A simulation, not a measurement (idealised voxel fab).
Presented below is a process module, voxel transistor to metal.
For reference, the cross-section in this document is cut, with width 140 nm and square cells of 5 nm.
Notation: cross-section as square-cell grid; stated in bands, top first, going down; one or more cell rows per band.
Top height, bottom height, nm. Materials left to right, width each, nm. Single material + "edge to edge" = fills band edge to edge. "blank" = empty.
It should be noted that heights are counted from 0, beneath which the wafer as supplied is of one material throughout, and that the lowest band possesses no lower boundary but continues downward, as written in "0 -> down".
When a width is written as two numbers, as in "30..40", the first number is the width in the top row of cells of the band and the second is the width in its bottom row, and the width changes by the same amount from each row to the next.
Any step labelled "nothing changed" changed none of the cells in the cross-section.
Basically, "Voids, fully enclosed" tells you about the enclosed voids: empty spaces with no open way to the top, 8 cells or bigger, each written width x height at distance, where distance is from the left edge, all in nm.
Formally, on a step line, whatever follows the settings is a remark that the simulator itself makes on the step.
Among the settings permitted on a step's line is "overlay nm"; applied to a step with a mask, it specifies the extent to which the mask lay to the right of its planned position, whereas a negative figure signifies a position to the left.

# Planned process steps
step 1: RECEIVE,material Si
step 2: OXIDIZE,depth nm 5
step 3: CONFORMAL_DEP,material SiN,thk nm 15
step 4: MASKED_ETCH,tone cover,mask id ACTIVE,width nm 110,etch materials SiN,depth nm 15,overlay nm 0
step 5: MASKED_ETCH,tone cover,mask id ACTIVE,width nm 110,etch materials SiO2,depth nm 5,overlay nm 0
step 6: MASKED_ETCH,tone cover,mask id ACTIVE,width nm 110,etch materials Si,depth nm 35,overlay nm 0
step 7: FILL_DEP,material SiO2,thk nm 5
step 8: CMP,height nm 15
step 9: SELECTIVE_ETCH,etch materials SiO2,depth nm 10
step 10: STRIP,etch materials SiN
step 11: SELECTIVE_ETCH,etch materials SiO2,depth nm 5
step 12: OXIDIZE,depth nm 5
step 13: DIRECTIONAL_DEP,material polySi,thk nm 30
step 14: DIRECTIONAL_DEP,material SiCN,thk nm 15
step 15: DIRECTIONAL_DEP,material aC,thk nm 10
step 16: PATTERN,tone cover,mask id GATE,material resist,width nm 20,thk nm 25,overlay nm 0
step 17: DIRECTIONAL_ETCH,etch materials aC,depth nm 10
step 18: STRIP,etch materials resist
step 19: DIRECTIONAL_ETCH,etch materials SiCN,depth nm 25
step 20: DIRECTIONAL_ETCH,etch materials polySi,depth nm 40
step 21: STRIP,etch materials aC
step 22: CONFORMAL_DEP,material SiO2,thk nm 5
step 23: DIRECTIONAL_ETCH,etch materials SiO2,depth nm 5
step 24: CONFORMAL_DEP,material SiN,thk nm 5
step 25: DIRECTIONAL_ETCH,etch materials SiN,depth nm 5
step 26: DIRECTIONAL_ETCH,etch materials SiO2,depth nm 5
step 27: DIRECTIONAL_ETCH,etch materials Si,depth nm 10
step 28: EPI,material SiGe,thk nm 15
step 29: FILL_DEP,material SiO2,thk nm 5
step 30: CMP,height nm 40
step 31: DIRECTIONAL_DEP,material SiO2,thk nm 15
step 32: DIRECTIONAL_DEP,material aC,thk nm 15
step 33: PATTERN,tone open,mask id CONTACT,material resist,width nm 20,pitch nm 80,thk nm 30,overlay nm 0
step 34: DIRECTIONAL_ETCH,etch materials aC,depth nm 15
step 35: STRIP,etch materials resist
step 36: DIRECTIONAL_ETCH,etch materials SiO2,depth nm 50
step 37: STRIP,etch materials aC
step 38: CONFORMAL_DEP,material TiN,thk nm 5
step 39: FILL_DEP,material Ru,thk nm 10
step 40: CMP,height nm 55
step 41: CONFORMAL_DEP,material SiCN,thk nm 5
step 42: DIRECTIONAL_DEP,material SiO2,thk nm 15
step 43: DIRECTIONAL_DEP,material aC,thk nm 15
step 44: PATTERN,tone open,mask id METAL_1,material resist,width nm 20,pitch nm 80,thk nm 35,overlay nm 0
step 45: DIRECTIONAL_ETCH,etch materials aC,depth nm 15
step 46: STRIP,etch materials resist
step 47: DIRECTIONAL_ETCH,etch materials SiO2,depth nm 15
step 48: DIRECTIONAL_ETCH,etch materials SiCN,depth nm 5
step 49: STRIP,etch materials aC
step 50: CONFORMAL_DEP,material TiN,thk nm 5
step 51: FILL_DEP,material W,thk nm 10
step 52: CMP,height nm 75
step 53: CONFORMAL_DEP,material SiCN,thk nm 5

# First of two wafers - as planned

# Step 1 complete: cross-section of the wafer as received
* 0 -> down = Si edge to edge
* Voids, fully enclosed: none

# Wafer section view after processing step 2
* 0 -> -5 = SiO2 edge to edge
* Unchanged below -5.

# Wafer section view after processing step 3
* 15 -> 0 = SiN edge to edge
* Unchanged below 0.

# Wafer section view after processing step 4
* 15 -> 0 = 15 of blank | 110 of SiN | 15 of blank
* Unchanged below 0.

# Wafer section view after processing step 5
* 15 -> 0 = 15 of blank | 110 of SiN | 15 of blank
* 0 -> -5 = 15 of blank | 110 of SiO2 | 15 of blank
* Unchanged below -5.

# Wafer section view after processing step 6
* 15 -> 0 = 15 of blank | 110 of SiN | 15 of blank
* 0 -> -5 = 15 of blank | 110 of SiO2 | 15 of blank
* -5 -> -40 = 15 of blank | 110 of Si | 15 of blank
* Unchanged below -40.

# Wafer section view after processing step 7
* 20 -> 15 = SiO2 edge to edge
* 15 -> 0 = 15 of SiO2 | 110 of SiN | 15 of SiO2
* 0 -> -5 = SiO2 edge to edge
* -5 -> -40 = 15 of SiO2 | 110 of Si | 15 of SiO2
* Unchanged below -40.

# Wafer section view after processing step 8
* 15 -> 0 = 15 of SiO2 | 110 of SiN | 15 of SiO2
* Unchanged below 0.

# Wafer section view after processing step 9
* 15 -> 5 = 15 of blank | 110 of SiN | 15 of blank
* Unchanged below 5.

# Wafer section view after processing step 10
* 5 -> 0 = 15 of SiO2 | 110 of blank | 15 of SiO2
* Unchanged below 0.

# Wafer section view after processing step 11
* 0 -> -5 = 10 of SiO2 | 120 of blank | 10 of SiO2
* Unchanged below -5.

# Wafer section view after processing step 12
* 0 -> -5 = 10 of SiO2 | 120 of blank | 10 of SiO2
* -5 -> -10 = SiO2 edge to edge
* Unchanged below -10.

# Wafer section view after processing step 13
* 30 -> 25 = 10 of polySi | 120 of blank | 10 of polySi
* 25 -> 0 = polySi edge to edge
* 0 -> -5 = 10 of SiO2 | 120 of polySi | 10 of SiO2
* Unchanged below -5.

# Wafer section view after processing step 14
* 45 -> 40 = 10 of SiCN | 120 of blank | 10 of SiCN
* 40 -> 30 = SiCN edge to edge
* 30 -> 25 = 10 of polySi | 120 of SiCN | 10 of polySi
* Unchanged below 25.

# Wafer section view after processing step 15
* 55 -> 50 = 10 of aC | 120 of blank | 10 of aC
* 50 -> 45 = aC edge to edge
* 45 -> 40 = 10 of SiCN | 120 of aC | 10 of SiCN
* Unchanged below 40.

# Wafer section view after processing step 16
* 80 -> 55 = 60 of blank | 20 of resist | 60 of blank
* 55 -> 50 = 10 of aC | 50 of blank | 20 of resist | 50 of blank | 10 of aC
* Unchanged below 50.

# Wafer section view after processing step 17
* 70 -> 50 = 60 of blank | 20 of resist | 60 of blank
* 50 -> 45 = 60 of blank | 20 of aC | 60 of blank
* 45 -> 40 = 10 of SiCN | 50 of blank | 20 of aC | 50 of blank | 10 of SiCN
* Unchanged below 40.

# Wafer section view after processing step 18
* 50 -> 45 = 60 of blank | 20 of aC | 60 of blank
* Unchanged below 45.

# Wafer section view after processing step 19
* 50 -> 40 = 60 of blank | 20 of aC | 60 of blank
* 40 -> 30 = 60 of blank | 20 of SiCN | 60 of blank
* 30 -> 25 = 10 of polySi | 50 of blank | 20 of SiCN | 50 of blank | 10 of polySi
* Unchanged below 25.

# Wafer section view after processing step 20
* 50 -> 40 = 60 of blank | 20 of aC | 60 of blank
* 40 -> 25 = 60 of blank | 20 of SiCN | 60 of blank
* 25 -> 0 = 60 of blank | 20 of polySi | 60 of blank
* 0 -> -5 = 10 of SiO2 | 50 of blank | 20 of polySi | 50 of blank | 10 of SiO2
* Unchanged below -5.

# Wafer section view after processing step 21
* 40 -> 25 = 60 of blank | 20 of SiCN | 60 of blank
* Unchanged below 25.

# Wafer section view after processing step 22
* 45 -> 40 = 55 of blank | 30 of SiO2 | 55 of blank
* 40 -> 25 = 55 of blank | 5 of SiO2 | 20 of SiCN | 5 of SiO2 | 55 of blank
* 25 -> 5 = 55 of blank | 5 of SiO2 | 20 of polySi | 5 of SiO2 | 55 of blank
* 5 -> 0 = 15 of SiO2 | 40 of blank | 5 of SiO2 | 20 of polySi | 5 of SiO2 | 40 of blank | 15 of SiO2
* 0 -> -5 = 60 of SiO2 | 20 of polySi | 60 of SiO2
* Unchanged below -5.

# Wafer section view after processing step 23
* 40 -> 25 = 55 of blank | 5 of SiO2 | 20 of SiCN | 5 of SiO2 | 55 of blank
* 25 -> 0 = 55 of blank | 5 of SiO2 | 20 of polySi | 5 of SiO2 | 55 of blank
* 0 -> -5 = 15 of SiO2 | 40 of blank | 5 of SiO2 | 20 of polySi | 5 of SiO2 | 40 of blank | 15 of SiO2
* Unchanged below -5.

# Wafer section view after processing step 24
* 45 -> 40 = 50 of blank | 40 of SiN | 50 of blank
* 40 -> 25 = 50 of blank | 5 of SiN | 5 of SiO2 | 20 of SiCN | 5 of SiO2 | 5 of SiN | 50 of blank
* 25 -> 5 = 50 of blank | 5 of SiN | 5 of SiO2 | 20 of polySi | 5 of SiO2 | 5 of SiN | 50 of blank
* 5 -> 0 = 20 of SiN | 30 of blank | 5 of SiN | 5 of SiO2 | 20 of polySi | 5 of SiO2 | 5 of SiN | 30 of blank | 20 of SiN
* 0 -> -5 = 15 of SiO2 | 40 of SiN | 5 of SiO2 | 20 of polySi | 5 of SiO2 | 40 of SiN | 15 of SiO2
* Unchanged below -5.

# Wafer section view after processing step 25
* 40 -> 25 = 50 of blank | 5 of SiN | 5 of SiO2 | 20 of SiCN | 5 of SiO2 | 5 of SiN | 50 of blank
* 25 -> 0 = 50 of blank | 5 of SiN | 5 of SiO2 | 20 of polySi | 5 of SiO2 | 5 of SiN | 50 of blank
* 0 -> -5 = 15 of SiO2 | 5 of SiN | 30 of blank | 5 of SiN | 5 of SiO2 | 20 of polySi | 5 of SiO2 | 5 of SiN | 30 of blank | 5 of SiN | 15 of SiO2
* Unchanged below -5.

# Wafer section view after processing step 26
* 40 -> 35 = 50 of blank | 5 of SiN | 5 of blank | 20 of SiCN | 5 of blank | 5 of SiN | 50 of blank
* 35 -> 25 = 50 of blank | 5 of SiN | 5 of SiO2 | 20 of SiCN | 5 of SiO2 | 5 of SiN | 50 of blank
* 25 -> 0 = 50 of blank | 5 of SiN | 5 of SiO2 | 20 of polySi | 5 of SiO2 | 5 of SiN | 50 of blank
* 0 -> -5 = 15 of blank | 5 of SiN | 30 of blank | 5 of SiN | 5 of SiO2 | 20 of polySi | 5 of SiO2 | 5 of SiN | 30 of blank | 5 of SiN | 15 of blank
* -5 -> -10 = 20 of SiO2 | 30 of blank | 40 of SiO2 | 30 of blank | 20 of SiO2
* Unchanged below -10.

# Wafer section view after processing step 27
* 40 -> 35 = 50 of blank | 5 of SiN | 5 of blank | 20 of SiCN | 5 of blank | 5 of SiN | 50 of blank
* 35 -> 25 = 50 of blank | 5 of SiN | 5 of SiO2 | 20 of SiCN | 5 of SiO2 | 5 of SiN | 50 of blank
* 25 -> 0 = 50 of blank | 5 of SiN | 5 of SiO2 | 20 of polySi | 5 of SiO2 | 5 of SiN | 50 of blank
* 0 -> -5 = 15 of blank | 5 of SiN | 30 of blank | 5 of SiN | 5 of SiO2 | 20 of polySi | 5 of SiO2 | 5 of SiN | 30 of blank | 5 of SiN | 15 of blank
* -5 -> -10 = 20 of SiO2 | 30 of blank | 40 of SiO2 | 30 of blank | 20 of SiO2
* -10 -> -20 = 15 of SiO2 | 5 of Si | 30 of blank | 40 of Si | 30 of blank | 5 of Si | 15 of SiO2
* Unchanged below -20.

# Wafer section view after processing step 28
* 40 -> 35 = 50 of blank | 5 of SiN | 5 of blank | 20 of SiCN | 5 of blank | 5 of SiN | 50 of blank
* 35 -> 25 = 50 of blank | 5 of SiN | 5 of SiO2 | 20 of SiCN | 5 of SiO2 | 5 of SiN | 50 of blank
* 25 -> 5 = 50 of blank | 5 of SiN | 5 of SiO2 | 20 of polySi | 5 of SiO2 | 5 of SiN | 50 of blank
* 5 -> 0 = 15 of blank | 35 of SiGe | 5 of SiN | 5 of SiO2 | 20 of polySi | 5 of SiO2 | 5 of SiN | 35 of SiGe | 15 of blank
* 0 -> -5 = 15 of blank | 5 of SiN | 30 of SiGe | 5 of SiN | 5 of SiO2 | 20 of polySi | 5 of SiO2 | 5 of SiN | 30 of SiGe | 5 of SiN | 15 of blank
* -5 -> -10 = 20 of SiO2 | 30 of SiGe | 40 of SiO2 | 30 of SiGe | 20 of SiO2
* -10 -> -20 = 15 of SiO2 | 5 of Si | 30 of SiGe | 40 of Si | 30 of SiGe | 5 of Si | 15 of SiO2
* Unchanged below -20.

# Wafer section view after processing step 29
* 45 -> 40 = SiO2 edge to edge
* 40 -> 25 = 50 of SiO2 | 5 of SiN | 5 of SiO2 | 20 of SiCN | 5 of SiO2 | 5 of SiN | 50 of SiO2
* 25 -> 5 = 50 of SiO2 | 5 of SiN | 5 of SiO2 | 20 of polySi | 5 of SiO2 | 5 of SiN | 50 of SiO2
* 5 -> 0 = 15 of SiO2 | 35 of SiGe | 5 of SiN | 5 of SiO2 | 20 of polySi | 5 of SiO2 | 5 of SiN | 35 of SiGe | 15 of SiO2
* 0 -> -5 = 15 of SiO2 | 5 of SiN | 30 of SiGe | 5 of SiN | 5 of SiO2 | 20 of polySi | 5 of SiO2 | 5 of SiN | 30 of SiGe | 5 of SiN | 15 of SiO2
* Unchanged below -5.

# Wafer section view after processing step 30
* 40 -> 25 = 50 of SiO2 | 5 of SiN | 5 of SiO2 | 20 of SiCN | 5 of SiO2 | 5 of SiN | 50 of SiO2
* Unchanged below 25.

# Wafer section view after processing step 31
* 55 -> 40 = SiO2 edge to edge
* Unchanged below 40.

# Wafer section view after processing step 32
* 70 -> 55 = aC edge to edge
* Unchanged below 55.

# Wafer section view after processing step 33
* 100 -> 70 = 20 of resist | 20 of blank | 60 of resist | 20 of blank | 20 of resist
* Unchanged below 70.

# Wafer section view after processing step 34
* 85 -> 70 = 20 of resist | 20 of blank | 60 of resist | 20 of blank | 20 of resist
* 70 -> 55 = 20 of aC | 20 of blank | 60 of aC | 20 of blank | 20 of aC
* Unchanged below 55.

# Wafer section view after processing step 35
* 70 -> 55 = 20 of aC | 20 of blank | 60 of aC | 20 of blank | 20 of aC
* Unchanged below 55.

# Wafer section view after processing step 36
* 70 -> 55 = 20 of aC | 20 of blank | 60 of aC | 20 of blank | 20 of aC
* 55 -> 40 = 20 of SiO2 | 20 of blank | 60 of SiO2 | 20 of blank | 20 of SiO2
* 40 -> 25 = 20 of SiO2 | 20 of blank | 10 of SiO2 | 5 of SiN | 5 of SiO2 | 20 of SiCN | 5 of SiO2 | 5 of SiN | 10 of SiO2 | 20 of blank | 20 of SiO2
* 25 -> 5 = 20 of SiO2 | 20 of blank | 10 of SiO2 | 5 of SiN | 5 of SiO2 | 20 of polySi | 5 of SiO2 | 5 of SiN | 10 of SiO2 | 20 of blank | 20 of SiO2
* Unchanged below 5.

# Wafer section view after processing step 37
* 55 -> 40 = 20 of SiO2 | 20 of blank | 60 of SiO2 | 20 of blank | 20 of SiO2
* Unchanged below 40.

# Wafer section view after processing step 38
* 60 -> 55 = 25 of TiN | 10 of blank | 70 of TiN | 10 of blank | 25 of TiN
* 55 -> 40 = 20 of SiO2 | 5 of TiN | 10 of blank | 5 of TiN | 60 of SiO2 | 5 of TiN | 10 of blank | 5 of TiN | 20 of SiO2
* 40 -> 25 = 20 of SiO2 | 5 of TiN | 10 of blank | 5 of TiN | 10 of SiO2 | 5 of SiN | 5 of SiO2 | 20 of SiCN | 5 of SiO2 | 5 of SiN | 10 of SiO2 | 5 of TiN | 10 of blank | 5 of TiN | 20 of SiO2
* 25 -> 10 = 20 of SiO2 | 5 of TiN | 10 of blank | 5 of TiN | 10 of SiO2 | 5 of SiN | 5 of SiO2 | 20 of polySi | 5 of SiO2 | 5 of SiN | 10 of SiO2 | 5 of TiN | 10 of blank | 5 of TiN | 20 of SiO2
* 10 -> 5 = 20 of SiO2 | 20 of TiN | 10 of SiO2 | 5 of SiN | 5 of SiO2 | 20 of polySi | 5 of SiO2 | 5 of SiN | 10 of SiO2 | 20 of TiN | 20 of SiO2
* Unchanged below 5.

# Wafer section view after processing step 39
* 70 -> 60 = Ru edge to edge
* 60 -> 55 = 25 of TiN | 10 of Ru | 70 of TiN | 10 of Ru | 25 of TiN
* 55 -> 40 = 20 of SiO2 | 5 of TiN | 10 of Ru | 5 of TiN | 60 of SiO2 | 5 of TiN | 10 of Ru | 5 of TiN | 20 of SiO2
* 40 -> 25 = 20 of SiO2 | 5 of TiN | 10 of Ru | 5 of TiN | 10 of SiO2 | 5 of SiN | 5 of SiO2 | 20 of SiCN | 5 of SiO2 | 5 of SiN | 10 of SiO2 | 5 of TiN | 10 of Ru | 5 of TiN | 20 of SiO2
* 25 -> 10 = 20 of SiO2 | 5 of TiN | 10 of Ru | 5 of TiN | 10 of SiO2 | 5 of SiN | 5 of SiO2 | 20 of polySi | 5 of SiO2 | 5 of SiN | 10 of SiO2 | 5 of TiN | 10 of Ru | 5 of TiN | 20 of SiO2
* Unchanged below 10.

# Wafer section view after processing step 40
* 55 -> 40 = 20 of SiO2 | 5 of TiN | 10 of Ru | 5 of TiN | 60 of SiO2 | 5 of TiN | 10 of Ru | 5 of TiN | 20 of SiO2
* Unchanged below 40.

# Wafer section view after processing step 41
* 60 -> 55 = SiCN edge to edge
* Unchanged below 55.

# Wafer section view after processing step 42
* 75 -> 60 = SiO2 edge to edge
* Unchanged below 60.

# Wafer section view after processing step 43
* 90 -> 75 = aC edge to edge
* Unchanged below 75.

# Wafer section view after processing step 44
* 125 -> 90 = 20 of resist | 20 of blank | 60 of resist | 20 of blank | 20 of resist
* Unchanged below 90.

# Wafer section view after processing step 45
* 110 -> 90 = 20 of resist | 20 of blank | 60 of resist | 20 of blank | 20 of resist
* 90 -> 75 = 20 of aC | 20 of blank | 60 of aC | 20 of blank | 20 of aC
* Unchanged below 75.

# Wafer section view after processing step 46
* 90 -> 75 = 20 of aC | 20 of blank | 60 of aC | 20 of blank | 20 of aC
* Unchanged below 75.

# Wafer section view after processing step 47
* 90 -> 75 = 20 of aC | 20 of blank | 60 of aC | 20 of blank | 20 of aC
* 75 -> 60 = 20 of SiO2 | 20 of blank | 60 of SiO2 | 20 of blank | 20 of SiO2
* Unchanged below 60.

# Wafer section view after processing step 48
* 90 -> 75 = 20 of aC | 20 of blank | 60 of aC | 20 of blank | 20 of aC
* 75 -> 60 = 20 of SiO2 | 20 of blank | 60 of SiO2 | 20 of blank | 20 of SiO2
* 60 -> 55 = 20 of SiCN | 20 of blank | 60 of SiCN | 20 of blank | 20 of SiCN
* Unchanged below 55.

# Wafer section view after processing step 49
* 75 -> 60 = 20 of SiO2 | 20 of blank | 60 of SiO2 | 20 of blank | 20 of SiO2
* Unchanged below 60.

# Wafer section view after processing step 50
* 80 -> 75 = 25 of TiN | 10 of blank | 70 of TiN | 10 of blank | 25 of TiN
* 75 -> 60 = 20 of SiO2 | 5 of TiN | 10 of blank | 5 of TiN | 60 of SiO2 | 5 of TiN | 10 of blank | 5 of TiN | 20 of SiO2
* 60 -> 55 = 20 of SiCN | 20 of TiN | 60 of SiCN | 20 of TiN | 20 of SiCN
* Unchanged below 55.

# Wafer section view after processing step 51
* 90 -> 80 = W edge to edge
* 80 -> 75 = 25 of TiN | 10 of W | 70 of TiN | 10 of W | 25 of TiN
* 75 -> 60 = 20 of SiO2 | 5 of TiN | 10 of W | 5 of TiN | 60 of SiO2 | 5 of TiN | 10 of W | 5 of TiN | 20 of SiO2
* Unchanged below 60.

# Wafer section view after processing step 52
* 75 -> 60 = 20 of SiO2 | 5 of TiN | 10 of W | 5 of TiN | 60 of SiO2 | 5 of TiN | 10 of W | 5 of TiN | 20 of SiO2
* Unchanged below 60.

# Wafer section view after processing step 53
* 80 -> 75 = SiCN edge to edge
* Unchanged below 75.

# The Second Wafer: Common Origin and Plan, One Mistake in Execution, Identical to the First Through Step 21

The second wafer in cross-section, at the planned close of step 22: nothing changed

# The second wafer in cross-section, at the planned close of step 23
* 40 -> 25 = 60 of blank | 20 of SiCN | 60 of blank
* 25 -> -5 = 60 of blank | 20 of polySi | 60 of blank
* -5 -> -10 = 10 of SiO2 | 50 of blank | 20 of SiO2 | 50 of blank | 10 of SiO2
* Unchanged below -10.

# The second wafer in cross-section, at the planned close of step 24
* 45 -> 40 = 55 of blank | 30 of SiN | 55 of blank
* 40 -> 25 = 55 of blank | 5 of SiN | 20 of SiCN | 5 of SiN | 55 of blank
* 25 -> 0 = 55 of blank | 5 of SiN | 20 of polySi | 5 of SiN | 55 of blank
* 0 -> -5 = 15 of SiN | 40 of blank | 5 of SiN | 20 of polySi | 5 of SiN | 40 of blank | 15 of SiN
* -5 -> -10 = 10 of SiO2 | 50 of SiN | 20 of SiO2 | 50 of SiN | 10 of SiO2
* Unchanged below -10.

# The second wafer in cross-section, at the planned close of step 25
* 40 -> 25 = 55 of blank | 5 of SiN | 20 of SiCN | 5 of SiN | 55 of blank
* 25 -> -5 = 55 of blank | 5 of SiN | 20 of polySi | 5 of SiN | 55 of blank
* -5 -> -10 = 10 of SiO2 | 5 of SiN | 40 of blank | 5 of SiN | 20 of SiO2 | 5 of SiN | 40 of blank | 5 of SiN | 10 of SiO2
* Unchanged below -10.

# The second wafer in cross-section, at the planned close of step 26
* 40 -> 25 = 55 of blank | 5 of SiN | 20 of SiCN | 5 of SiN | 55 of blank
* 25 -> -5 = 55 of blank | 5 of SiN | 20 of polySi | 5 of SiN | 55 of blank
* -5 -> -10 = 10 of blank | 5 of SiN | 40 of blank | 5 of SiN | 20 of SiO2 | 5 of SiN | 40 of blank | 5 of SiN | 10 of blank
* Unchanged below -10.

# The second wafer in cross-section, at the planned close of step 27
* 40 -> 25 = 55 of blank | 5 of SiN | 20 of SiCN | 5 of SiN | 55 of blank
* 25 -> -5 = 55 of blank | 5 of SiN | 20 of polySi | 5 of SiN | 55 of blank
* -5 -> -10 = 10 of blank | 5 of SiN | 40 of blank | 5 of SiN | 20 of SiO2 | 5 of SiN | 40 of blank | 5 of SiN | 10 of blank
* -10 -> -20 = 15 of SiO2 | 40 of blank | 30 of Si | 40 of blank | 15 of SiO2
* Unchanged below -20.

# The second wafer in cross-section, at the planned close of step 28
* 40 -> 25 = 55 of blank | 5 of SiN | 20 of SiCN | 5 of SiN | 55 of blank
* 25 -> 5 = 55 of blank | 5 of SiN | 20 of polySi | 5 of SiN | 55 of blank
* 5 -> -5 = 40 of blank | 15 of SiGe | 5 of SiN | 20 of polySi | 5 of SiN | 15 of SiGe | 40 of blank
* -5 -> -10 = 10 of blank | 5 of SiN | 40 of SiGe | 5 of SiN | 20 of SiO2 | 5 of SiN | 40 of SiGe | 5 of SiN | 10 of blank
* -10 -> -20 = 15 of SiO2 | 40 of SiGe | 30 of Si | 40 of SiGe | 15 of SiO2
* Unchanged below -20.

# The second wafer in cross-section, at the planned close of step 29
* 45 -> 40 = SiO2 edge to edge
* 40 -> 25 = 55 of SiO2 | 5 of SiN | 20 of SiCN | 5 of SiN | 55 of SiO2
* 25 -> 5 = 55 of SiO2 | 5 of SiN | 20 of polySi | 5 of SiN | 55 of SiO2
* 5 -> -5 = 40 of SiO2 | 15 of SiGe | 5 of SiN | 20 of polySi | 5 of SiN | 15 of SiGe | 40 of SiO2
* -5 -> -10 = 10 of SiO2 | 5 of SiN | 40 of SiGe | 5 of SiN | 20 of SiO2 | 5 of SiN | 40 of SiGe | 5 of SiN | 10 of SiO2
* Unchanged below -10.

# The second wafer in cross-section, at the planned close of step 30
* 40 -> 25 = 55 of SiO2 | 5 of SiN | 20 of SiCN | 5 of SiN | 55 of SiO2
* Unchanged below 25.

# The second wafer in cross-section, at the planned close of step 31
* 55 -> 40 = SiO2 edge to edge
* Unchanged below 40.

# The second wafer in cross-section, at the planned close of step 32
* 70 -> 55 = aC edge to edge
* Unchanged below 55.

# The second wafer in cross-section, at the planned close of step 33
* 100 -> 70 = 20 of resist | 20 of blank | 60 of resist | 20 of blank | 20 of resist
* Unchanged below 70.

# The second wafer in cross-section, at the planned close of step 34
* 85 -> 70 = 20 of resist | 20 of blank | 60 of resist | 20 of blank | 20 of resist
* 70 -> 55 = 20 of aC | 20 of blank | 60 of aC | 20 of blank | 20 of aC
* Unchanged below 55.

# The second wafer in cross-section, at the planned close of step 35
* 70 -> 55 = 20 of aC | 20 of blank | 60 of aC | 20 of blank | 20 of aC
* Unchanged below 55.

# The second wafer in cross-section, at the planned close of step 36
* 70 -> 55 = 20 of aC | 20 of blank | 60 of aC | 20 of blank | 20 of aC
* 55 -> 40 = 20 of SiO2 | 20 of blank | 60 of SiO2 | 20 of blank | 20 of SiO2
* 40 -> 25 = 20 of SiO2 | 20 of blank | 15 of SiO2 | 5 of SiN | 20 of SiCN | 5 of SiN | 15 of SiO2 | 20 of blank | 20 of SiO2
* 25 -> 5 = 20 of SiO2 | 20 of blank | 15 of SiO2 | 5 of SiN | 20 of polySi | 5 of SiN | 15 of SiO2 | 20 of blank | 20 of SiO2
* Unchanged below 5.

# The second wafer in cross-section, at the planned close of step 37
* 55 -> 40 = 20 of SiO2 | 20 of blank | 60 of SiO2 | 20 of blank | 20 of SiO2
* Unchanged below 40.

# The second wafer in cross-section, at the planned close of step 38
* 60 -> 55 = 25 of TiN | 10 of blank | 70 of TiN | 10 of blank | 25 of TiN
* 55 -> 40 = 20 of SiO2 | 5 of TiN | 10 of blank | 5 of TiN | 60 of SiO2 | 5 of TiN | 10 of blank | 5 of TiN | 20 of SiO2
* 40 -> 25 = 20 of SiO2 | 5 of TiN | 10 of blank | 5 of TiN | 15 of SiO2 | 5 of SiN | 20 of SiCN | 5 of SiN | 15 of SiO2 | 5 of TiN | 10 of blank | 5 of TiN | 20 of SiO2
* 25 -> 10 = 20 of SiO2 | 5 of TiN | 10 of blank | 5 of TiN | 15 of SiO2 | 5 of SiN | 20 of polySi | 5 of SiN | 15 of SiO2 | 5 of TiN | 10 of blank | 5 of TiN | 20 of SiO2
* 10 -> 5 = 20 of SiO2 | 20 of TiN | 15 of SiO2 | 5 of SiN | 20 of polySi | 5 of SiN | 15 of SiO2 | 20 of TiN | 20 of SiO2
* Unchanged below 5.

# The second wafer in cross-section, at the planned close of step 39
* 70 -> 60 = Ru edge to edge
* 60 -> 55 = 25 of TiN | 10 of Ru | 70 of TiN | 10 of Ru | 25 of TiN
* 55 -> 40 = 20 of SiO2 | 5 of TiN | 10 of Ru | 5 of TiN | 60 of SiO2 | 5 of TiN | 10 of Ru | 5 of TiN | 20 of SiO2
* 40 -> 25 = 20 of SiO2 | 5 of TiN | 10 of Ru | 5 of TiN | 15 of SiO2 | 5 of SiN | 20 of SiCN | 5 of SiN | 15 of SiO2 | 5 of TiN | 10 of Ru | 5 of TiN | 20 of SiO2
* 25 -> 10 = 20 of SiO2 | 5 of TiN | 10 of Ru | 5 of TiN | 15 of SiO2 | 5 of SiN | 20 of polySi | 5 of SiN | 15 of SiO2 | 5 of TiN | 10 of Ru | 5 of TiN | 20 of SiO2
* Unchanged below 10.

# The second wafer in cross-section, at the planned close of step 40
* 55 -> 40 = 20 of SiO2 | 5 of TiN | 10 of Ru | 5 of TiN | 60 of SiO2 | 5 of TiN | 10 of Ru | 5 of TiN | 20 of SiO2
* Unchanged below 40.

# The second wafer in cross-section, at the planned close of step 41
* 60 -> 55 = SiCN edge to edge
* Unchanged below 55.

# The second wafer in cross-section, at the planned close of step 42
* 75 -> 60 = SiO2 edge to edge
* Unchanged below 60.

# The second wafer in cross-section, at the planned close of step 43
* 90 -> 75 = aC edge to edge
* Unchanged below 75.

# The second wafer in cross-section, at the planned close of step 44
* 125 -> 90 = 20 of resist | 20 of blank | 60 of resist | 20 of blank | 20 of resist
* Unchanged below 90.

# The second wafer in cross-section, at the planned close of step 45
* 110 -> 90 = 20 of resist | 20 of blank | 60 of resist | 20 of blank | 20 of resist
* 90 -> 75 = 20 of aC | 20 of blank | 60 of aC | 20 of blank | 20 of aC
* Unchanged below 75.

# The second wafer in cross-section, at the planned close of step 46
* 90 -> 75 = 20 of aC | 20 of blank | 60 of aC | 20 of blank | 20 of aC
* Unchanged below 75.

# The second wafer in cross-section, at the planned close of step 47
* 90 -> 75 = 20 of aC | 20 of blank | 60 of aC | 20 of blank | 20 of aC
* 75 -> 60 = 20 of SiO2 | 20 of blank | 60 of SiO2 | 20 of blank | 20 of SiO2
* Unchanged below 60.

# The second wafer in cross-section, at the planned close of step 48
* 90 -> 75 = 20 of aC | 20 of blank | 60 of aC | 20 of blank | 20 of aC
* 75 -> 60 = 20 of SiO2 | 20 of blank | 60 of SiO2 | 20 of blank | 20 of SiO2
* 60 -> 55 = 20 of SiCN | 20 of blank | 60 of SiCN | 20 of blank | 20 of SiCN
* Unchanged below 55.

# The second wafer in cross-section, at the planned close of step 49
* 75 -> 60 = 20 of SiO2 | 20 of blank | 60 of SiO2 | 20 of blank | 20 of SiO2
* Unchanged below 60.

# The second wafer in cross-section, at the planned close of step 50
* 80 -> 75 = 25 of TiN | 10 of blank | 70 of TiN | 10 of blank | 25 of TiN
* 75 -> 60 = 20 of SiO2 | 5 of TiN | 10 of blank | 5 of TiN | 60 of SiO2 | 5 of TiN | 10 of blank | 5 of TiN | 20 of SiO2
* 60 -> 55 = 20 of SiCN | 20 of TiN | 60 of SiCN | 20 of TiN | 20 of SiCN
* Unchanged below 55.

# The second wafer in cross-section, at the planned close of step 51
* 90 -> 80 = W edge to edge
* 80 -> 75 = 25 of TiN | 10 of W | 70 of TiN | 10 of W | 25 of TiN
* 75 -> 60 = 20 of SiO2 | 5 of TiN | 10 of W | 5 of TiN | 60 of SiO2 | 5 of TiN | 10 of W | 5 of TiN | 20 of SiO2
* Unchanged below 60.

# The second wafer in cross-section, at the planned close of step 52
* 75 -> 60 = 20 of SiO2 | 5 of TiN | 10 of W | 5 of TiN | 60 of SiO2 | 5 of TiN | 10 of W | 5 of TiN | 20 of SiO2
* Unchanged below 60.

# The second wafer in cross-section, at the planned close of step 53
* 80 -> 75 = SiCN edge to edge
* Unchanged below 75.
Diagnosis: plan step 22 never ran because it was skipped
The second wafer ends with more or fewer cells of some materials than the first, per final count: Si -8 | SiGe -2 | SiN +2 | SiO2 +8
